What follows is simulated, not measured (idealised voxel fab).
process module | voxel spacer lines
cross-section cut | 190 nm wide | cells 5 nm
A cross-section is a grid of square cells, given in bands from the top down. A band is one or more rows of cells.
Each band's line starts with the height of the band's top and of its bottom, in nm. Then come its materials from left to right, each with its width in nm. One material with "throughout" fills the band from edge to edge. "air" is empty space.
Height 0 is the level under which the wafer as received is all one material. The lowest band goes on downwards, as in "0 down".
A width such as "30 to 40" changes by the same amount from each row of cells to the next, from the band's top row to its bottom row.
"no change" after a step means that no cell of the cross-section changed.
closed voids: empty space of 8 cells or more with no open way to the top, each as width x height at its distance from the left edge, in nm
after a step's settings: what the simulator itself notes on the step
overlay nm, on a step with a mask: how far to the right of its planned place the mask lay; to the left if negative
plan
1 op RECEIVE | material Si
2 op CONFORMAL_DEP | material Al2O3 | thk nm 10
3 op DIRECTIONAL_DEP | material TiN | thk nm 10
4 op DIRECTIONAL_DEP | material aC | thk nm 30
5 op PATTERN | tone cover | mask id MANDREL | material resist | width nm 15 | pitch nm 50 | thk nm 40 | overlay nm 0
6 op DIRECTIONAL_ETCH | etch materials aC | depth nm 30
7 op STRIP | etch materials resist
8 op CONFORMAL_DEP | material SiN | thk nm 10
9 op DIRECTIONAL_ETCH | etch materials SiN | depth nm 10
10 op STRIP | etch materials aC
11 op DIRECTIONAL_ETCH | etch materials TiN | depth nm 10
12 op STRIP | etch materials SiN
first wafer, as planned
as received, after step 1
  0 down: Si throughout
  closed voids: none
after step 2
  10 to 0: Al2O3 throughout
  below 0: unchanged
after step 3
  20 to 10: TiN throughout
  below 10: unchanged
after step 4
  50 to 20: aC throughout
  below 20: unchanged
after step 5
  90 to 50: air 60 | resist 15 | air 35 | resist 15 | air 65
  below 50: unchanged
after step 6
  60 to 50: air 60 | resist 15 | air 35 | resist 15 | air 65
  50 to 20: air 60 | aC 15 | air 35 | aC 15 | air 65
  below 20: unchanged
after step 7
  50 to 20: air 60 | aC 15 | air 35 | aC 15 | air 65
  below 20: unchanged
after step 8
  60 to 50: air 50 | SiN 35 | air 15 | SiN 35 | air 55
  50 to 30: air 50 | SiN 10 | aC 15 | SiN 10 | air 15 | SiN 10 | aC 15 | SiN 10 | air 55
  30 to 20: SiN 60 | aC 15 | SiN 35 | aC 15 | SiN 65
  below 20: unchanged
after step 9
  50 to 20: air 50 | SiN 10 | aC 15 | SiN 10 | air 15 | SiN 10 | aC 15 | SiN 10 | air 55
  below 20: unchanged
after step 10
  50 to 20: air 50 | SiN 10 | air 15 | SiN 10 | air 15 | SiN 10 | air 15 | SiN 10 | air 55
  below 20: unchanged
after step 11
  50 to 20: air 50 | SiN 10 | air 15 | SiN 10 | air 15 | SiN 10 | air 15 | SiN 10 | air 55
  20 to 10: air 50 | TiN 10 | air 15 | TiN 10 | air 15 | TiN 10 | air 15 | TiN 10 | air 55
  below 10: unchanged
after step 12
  20 to 10: air 50 | TiN 10 | air 15 | TiN 10 | air 15 | TiN 10 | air 15 | TiN 10 | air 55
  below 10: unchanged
second wafer: like start, like plan, one mistake. Through step 1 it matches the first wafer
when step 2 should have ended: no change
when step 3 should have ended
  10 to 0: TiN throughout
  below 0: unchanged
when step 4 should have ended
  40 to 10: aC throughout
  below 10: unchanged
when step 5 should have ended
  80 to 40: air 60 | resist 15 | air 35 | resist 15 | air 65
  below 40: unchanged
when step 6 should have ended
  50 to 40: air 60 | resist 15 | air 35 | resist 15 | air 65
  40 to 10: air 60 | aC 15 | air 35 | aC 15 | air 65
  below 10: unchanged
when step 7 should have ended
  40 to 10: air 60 | aC 15 | air 35 | aC 15 | air 65
  below 10: unchanged
when step 8 should have ended
  50 to 40: air 50 | SiN 35 | air 15 | SiN 35 | air 55
  40 to 20: air 50 | SiN 10 | aC 15 | SiN 10 | air 15 | SiN 10 | aC 15 | SiN 10 | air 55
  20 to 10: SiN 60 | aC 15 | SiN 35 | aC 15 | SiN 65
  below 10: unchanged
when step 9 should have ended
  40 to 10: air 50 | SiN 10 | aC 15 | SiN 10 | air 15 | SiN 10 | aC 15 | SiN 10 | air 55
  below 10: unchanged
when step 10 should have ended
  40 to 10: air 50 | SiN 10 | air 15 | SiN 10 | air 15 | SiN 10 | air 15 | SiN 10 | air 55
  below 10: unchanged
when step 11 should have ended
  40 to 10: air 50 | SiN 10 | air 15 | SiN 10 | air 15 | SiN 10 | air 15 | SiN 10 | air 55
  10 to 0: air 50 | TiN 10 | air 15 | TiN 10 | air 15 | TiN 10 | air 15 | TiN 10 | air 55
  below 0: unchanged
when step 12 should have ended
  10 to 0: air 50 | TiN 10 | air 15 | TiN 10 | air 15 | TiN 10 | air 15 | TiN 10 | air 55
  below 0: unchanged
what went wrong: step 2 was left out
at the end the second wafer has, in cells: 76 fewer of Al2O3
